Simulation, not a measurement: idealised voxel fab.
Module name: voxel released beams (process module)
Cross-sectional view cut (width: 185 nm; square cell size: 5 nm).
This document writes a cross-section as a grid whose cells are square, and gives it as bands, listed from the top down; one or more rows of cells form a band.
Read a band's entry like this: the first values are the height of its top and the height of its bottom in nm, and what follows is the sequence of materials from left to right, each with its width in nm. Note that "empty" is empty space, and that a single material marked "edge to edge" reaches across the band from edge to edge.
Below 0: as-received wafer, all one material; heights counted from there. Lowest band: no bottom, goes on down, written "z 0 and below".
The two numbers in a width such as "30->40" mark its ends across the band: the first belongs to the top row of cells, the second to the bottom row, and from each row to the next the width moves by the same amount.
It should be understood that the words "nothing altered", when stated for a given step, signify that the cross-section underwent no change in any of its cells during that step.
The label "Encapsulated voids" introduces a list of the empty spaces, 8 cells or larger, that have no open way up to the top; each entry in it reads width x height at distance, where the distance is taken from the left edge and all three are stated in nm.
Anything after a step's settings on that line? It's the simulator's own note about the step.
The line of a step may include "overlay nm". On a step with a mask, this value is how far to the right of its planned place the mask lay. A negative value means the mask lay to the left.

Process steps foreseen in the plan:
1) RECEIVE, material Si
2) CONFORMAL_DEP, material SiN, thk nm 5
3) DIRECTIONAL_DEP, material SiO2, thk nm 10
4) MASKED_ETCH, tone open, mask id ANCHOR, width nm 35, etch materials SiO2, depth nm 10, overlay nm 0
5) CONFORMAL_DEP, material TiN, thk nm 15
6) DIRECTIONAL_DEP, material aC, thk nm 15
7) PATTERN, tone cover, mask id BEAM, material resist, width nm 120, thk nm 30, overlay nm 0
8) DIRECTIONAL_ETCH, etch materials aC, depth nm 15
9) STRIP, etch materials resist
10) DIRECTIONAL_ETCH, etch materials TiN, depth nm 15
11) STRIP, etch materials aC
12) STRIP, etch materials SiO2
Every wafer here starts from the same state; it is the step 4 width nm that distinguishes them, and the value the plan gives belongs to the first wafer.

Cross-section of the first of several wafers as received (after step 1):
> z 0 and below: Si edge to edge
> Encapsulated voids: none

Last step of the module is step 12; after it, the first of several wafers in cross-section:
> z 30 to 20: empty (30) | TiN (25) | empty (5) | TiN (90) | empty (35)
> z 20 to 15: empty (30) | TiN (120) | empty (35)
> z 15 to 5: empty (40) | TiN (35) | empty (110)
> z 5 to 0: SiN edge to edge
> z 0 and below: Si edge to edge
> Encapsulated voids: none

Here's the last wafer cross-sectioned at the end of the module:
> z 30 to 20: empty (30) | TiN (15) | empty (30) | TiN (75) | empty (35)
> z 20 to 15: empty (30) | TiN (120) | empty (35)
> z 15 to 5: empty (30) | TiN (60) | empty (95)
> z 5 to 0: SiN edge to edge
> z 0 and below: Si edge to edge
> Encapsulated voids: none

Wafer rows, end of module: cells per material gained (+) or lost (-) since receipt; closed voids last:
width nm 35 | +37 SiN | +84 TiN | Encapsulated voids: none
width nm 40 | +37 SiN | +84 TiN | Encapsulated voids: none
width nm 45 | +37 SiN | +84 TiN | Encapsulated voids: none
width nm 50 | +37 SiN | +84 TiN | Encapsulated voids: none
width nm 55 | +37 SiN | +84 TiN | Encapsulated voids: none
width nm 60 | +37 SiN | +84 TiN | Encapsulated voids: none
